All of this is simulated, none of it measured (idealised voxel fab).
This section sets out a process module, namely voxel spacer lines.
It is cross-section cut that appears here, measuring 190 nm in width, its square cells being 5 nm in size.
Cross-section, as written here: a square-cell grid given band by band from the top down, where a band holds one or more rows of cells. This entry defines a band. It first specifies the height of the band's top and the height of its bottom in nm, and then specifies the band's materials from left to right, stating each material with its width in nm. The word "edge to edge" identifies a single material that fills the band from edge to edge, while the word "blank" identifies empty space. Beneath 0, the wafer as received is one material, and that level is where height counting begins. The lowest band goes on downward without a bottom; it is written like "0 -> down". Per-row width for "30->40": begins at first number (top row of band), ends at second number (bottom row), increment between rows held constant. It should be understood that the words "no modification", when stated for a given step, signify that the cross-section underwent no change in any of its cells during that step. Basically, "Completely sealed voids" tells you about the enclosed voids: empty spaces with no open way to the top, 8 cells or bigger, each written width x height at distance, where distance is from the left edge, all in nm. Past the settings on a step's line: simulator remark, on that step. overlay nm: on a step with a mask, how far right of its planned place the mask lay; negative means left.

-- The process steps that were planned are listed below
1,RECEIVE [material Si]
2,CONFORMAL_DEP [material Al2O3] [thk nm 5]
3,DIRECTIONAL_DEP [material TiN] [thk nm 15]
4,DIRECTIONAL_DEP [material aC] [thk nm 20]
5,PATTERN [tone cover] [mask id MANDREL] [material resist] [width nm 15] [pitch nm 50] [thk nm 30] [overlay nm 0]
6,DIRECTIONAL_ETCH [etch materials aC] [depth nm 20]
7,STRIP [etch materials resist]
8,CONFORMAL_DEP [material SiN] [thk nm 10]
9,DIRECTIONAL_ETCH [etch materials SiN] [depth nm 10]
10,STRIP [etch materials aC]
11,DIRECTIONAL_ETCH [etch materials TiN] [depth nm 15]
12,STRIP [etch materials SiN]

-- Cross-section of the wafer upon arrival, representing the state reached after step 1
0 -> down: Si edge to edge
Completely sealed voids: none

-- First of two wafers, end-of-module section, run followed plan
20 -> 5: blank 50 nm; TiN 10 nm; blank 15 nm; TiN 10 nm; blank 15 nm; TiN 10 nm; blank 15 nm; TiN 10 nm; blank 55 nm
5 -> 0: Al2O3 edge to edge
0 -> down: Si edge to edge
Completely sealed voids: none

-- Second wafer through the module, sectioned at the end: same beginning and same plan as the first wafer, with one mistake in carrying it out
20 -> 5: blank 60 nm; TiN 15 nm; blank 35 nm; TiN 15 nm; blank 65 nm
5 -> 0: Al2O3 edge to edge
0 -> down: Si edge to edge
Completely sealed voids: none
The plan and the run diverged here: step 5, actual vs plan mismatch, actual run PATTERN [tone open] [mask id MANDREL] [material resist] [width nm 15] [pitch nm 50] [thk nm 30] [overlay nm 0]
Count the cells at the end and the second wafer has more or fewer of some materials than the first: TiN -6
